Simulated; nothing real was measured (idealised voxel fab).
process module | voxel double patterning
cross-section cut | 250 nm wide | cells 5 nm
A cross-section is a grid of square cells, given in bands from the top down. A band is one or more rows of cells.
Each band's line starts with the height of the band's top and of its bottom, in nm. Then come its materials from left to right, each with its width in nm. One material with "throughout" fills the band from edge to edge. "air" is empty space.
Height 0 is the level under which the wafer as received is all one material. The lowest band goes on downwards, as in "0 down".
A width such as "30 to 40" changes by the same amount from each row of cells to the next, from the band's top row to its bottom row.
"no change" after a step means that no cell of the cross-section changed.
closed voids: empty space of 8 cells or more with no open way to the top, each as width x height at its distance from the left edge, in nm
after a step's settings: what the simulator itself notes on the step
overlay nm, on a step with a mask: how far to the right of its planned place the mask lay; to the left if negative
plan
1 op RECEIVE | material Si
2 op CONFORMAL_DEP | material SiN | thk nm 10
3 op DIRECTIONAL_DEP | material SiO2 | thk nm 20
4 op DIRECTIONAL_DEP | material SiCN | thk nm 10
5 op MASKED_ETCH | tone open | mask id FIRST | width nm 15 | pitch nm 50 | etch materials SiCN | depth nm 5 | overlay nm 0
6 op DIRECTIONAL_DEP | material aC | thk nm 10
7 op PATTERN | tone open | mask id SECOND | material resist | width nm 15 | pitch nm 50 | thk nm 30 | overlay nm 0
8 op DIRECTIONAL_ETCH | etch materials aC | depth nm 10
9 op STRIP | etch materials resist
10 op DIRECTIONAL_ETCH | etch materials SiCN | depth nm 10
11 op STRIP | etch materials aC
12 op DIRECTIONAL_ETCH | etch materials SiO2 | depth nm 20
13 op STRIP | etch materials SiCN
varied across the wafers: depth nm of step 5. The plan shows the first wafer's value. All wafers start alike
first wafer as received, after step 1
  0 down: Si throughout
  closed voids: none
each wafer at the end: cells of each material gained (+) or lost (-) since it was received, then its closed voids
depth nm 5 | +100 SiN | +176 SiO2 | closed voids: none
depth nm 10 | +100 SiN | +140 SiO2 | closed voids: none
depth nm 15 | +100 SiN | +140 SiO2 | closed voids: none
depth nm 20 | +100 SiN | +140 SiO2 | closed voids: none
depth nm 25 | +100 SiN | +140 SiO2 | closed voids: none
